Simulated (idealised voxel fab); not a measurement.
This is a process module. Its name is voxel gate over fins.
Square cell edge 5 nm, section width 275 nm, ID cut.
Cross-section layout: square cells on a grid; listed as bands, top to bottom; a band spans one or more cell rows. The band entry comprises the height of the band's top followed by the height of its bottom, expressed in nm, and subsequently the band's materials from left to right, each stated together with its width in nm. Where a single material is marked with the word "edge to edge", that material fills the band from edge to edge. The word "air" represents empty space. Measure heights from 0. That's the level where, below it, the as-received wafer is all one material. The lowest band is bottomless and extends downward; write it as in "0 nm and below". When a width is written as two numbers, as in "30->40", the first number is the width in the top row of cells of the band and the second is the width in its bottom row, and the width changes by the same amount from each row to the next. Any step labelled "nothing was modified" changed none of the cells in the cross-section. Any empty space of 8 cells or more lacking an open way to the top shows up in "Enclosed void list" as width x height at distance, distance from the left edge, in nm. Where a step's line continues beyond its settings, the continuation is a remark by the simulator itself on that step. You can add "overlay nm" to a step's line. For a step with a mask, it describes how far the mask lay to the right of its planned position, and a negative number describes a lay to the left.

# This section lists the process steps that were planned
1 RECEIVE | material Si
2 CONFORMAL_DEP | material SiN | thk nm 5
3 PATTERN | tone cover | mask id FINS | material resist | width nm 15 | pitch nm 55 | thk nm 15 | overlay nm 0
4 DIRECTIONAL_ETCH | etch materials SiN | depth nm 5
5 DIRECTIONAL_ETCH | etch materials Si | depth nm 30
6 STRIP | etch materials resist
7 FILL_DEP | material SiO2 | thk nm 10
8 CMP | height nm 5
9 MASKED_ETCH | tone open | mask id RAIL | width nm 15 | etch materials SiO2 | depth nm 30 | overlay nm 0
10 CONFORMAL_DEP | material TiN | thk nm 5
11 FILL_DEP | material W | thk nm 5
12 CMP | height nm 5
13 SELECTIVE_ETCH | etch materials W Ru TiN | depth nm 20
14 FILL_DEP | material SiO2 | thk nm 5
15 CMP | height nm 5
16 SELECTIVE_ETCH | etch materials SiO2 | depth nm 15
17 STRIP | etch materials SiN
18 CONFORMAL_DEP | material HfO2 | thk nm 5
19 CONFORMAL_DEP | material TiN | thk nm 5
20 CONFORMAL_DEP | material TiAl | thk nm 5
21 CONFORMAL_DEP | material TiN | thk nm 5
22 FILL_DEP | material W | thk nm 15
23 CMP | height nm 30
24 CONFORMAL_DEP | material SiN | thk nm 10

# This is the cross-section of the wafer as we received it, i.e. after step 1
- 0 nm and below  Si edge to edge
- Enclosed void list: none

# The first of two wafers, cross-sectioned at the end of the module, with the run proceeding as planned
- 40 nm to 30 nm  SiN edge to edge
- 30 nm to 20 nm  W edge to edge
- 20 nm to 15 nm  80 nm W, then 110 nm TiN, then 85 nm W
- 15 nm to 10 nm  80 nm W, then 5 nm TiN, then 45 nm TiAl, then 10 nm TiN, then 45 nm TiAl, then 5 nm TiN, then 85 nm W
- 10 nm to 5 nm  85 nm TiN, then 5 nm TiAl, then 35 nm TiN, then 5 nm TiAl, then 10 nm TiN, then 5 nm TiAl, then 35 nm TiN, then 5 nm TiAl, then 90 nm TiN
- 5 nm to 0 nm  90 nm TiAl, then 5 nm TiN, then 25 nm HfO2, then 5 nm TiN, then 20 nm TiAl, then 5 nm TiN, then 25 nm HfO2, then 5 nm TiN, then 95 nm TiAl
- 0 nm to -5 nm  95 nm TiN, then 5 nm HfO2, then 15 nm Si, then 5 nm HfO2, then 30 nm TiN, then 5 nm HfO2, then 15 nm Si, then 5 nm HfO2, then 100 nm TiN
- -5 nm to -10 nm  100 nm HfO2, then 15 nm Si, then 40 nm HfO2, then 15 nm Si, then 105 nm HfO2
- -10 nm to -15 nm  100 nm SiO2, then 15 nm Si, then 40 nm SiO2, then 15 nm Si, then 105 nm SiO2
- -15 nm to -20 nm  100 nm SiO2, then 15 nm Si, then 10 nm SiO2, then 5 nm TiN, then 5 nm W, then 5 nm TiN, then 15 nm SiO2, then 15 nm Si, then 105 nm SiO2
- -20 nm to -25 nm  100 nm SiO2, then 15 nm Si, then 10 nm SiO2, then 15 nm TiN, then 15 nm SiO2, then 15 nm Si, then 105 nm SiO2
- -25 nm to -30 nm  100 nm SiO2, then 15 nm Si, then 40 nm SiO2, then 15 nm Si, then 105 nm SiO2
- -30 nm and below  Si edge to edge
- Enclosed void list: none

# Same start, same plan as the first wafer - but one mistake in the run. Cross-section of the second of the two at the end of the module
- 40 nm to 30 nm  SiN edge to edge
- 30 nm to 20 nm  W edge to edge
- 20 nm to 10 nm  80 nm W, then 110 nm TiN, then 85 nm W
- 10 nm to 5 nm  90 nm TiN, then 35 nm TiAl, then 20 nm TiN, then 35 nm TiAl, then 95 nm TiN
- 5 nm to 0 nm  90 nm TiN, then 5 nm TiAl, then 25 nm HfO2, then 5 nm TiAl, then 20 nm TiN, then 5 nm TiAl, then 25 nm HfO2, then 5 nm TiAl, then 95 nm TiN
- 0 nm to -5 nm  95 nm TiAl, then 5 nm HfO2, then 15 nm Si, then 5 nm HfO2, then 30 nm TiAl, then 5 nm HfO2, then 15 nm Si, then 5 nm HfO2, then 100 nm TiAl
- -5 nm to -10 nm  100 nm HfO2, then 15 nm Si, then 40 nm HfO2, then 15 nm Si, then 105 nm HfO2
- -10 nm to -15 nm  100 nm SiO2, then 15 nm Si, then 40 nm SiO2, then 15 nm Si, then 105 nm SiO2
- -15 nm to -20 nm  100 nm SiO2, then 15 nm Si, then 10 nm SiO2, then 5 nm TiN, then 5 nm W, then 5 nm TiN, then 15 nm SiO2, then 15 nm Si, then 105 nm SiO2
- -20 nm to -25 nm  100 nm SiO2, then 15 nm Si, then 10 nm SiO2, then 15 nm TiN, then 15 nm SiO2, then 15 nm Si, then 105 nm SiO2
- -25 nm to -30 nm  100 nm SiO2, then 15 nm Si, then 40 nm SiO2, then 15 nm Si, then 105 nm SiO2
- -30 nm and below  Si edge to edge
- Enclosed void list: none
what went wrong: steps 19 and 20 swapped
at the end the second wafer has, in cells: as many of each material as the first, in other places
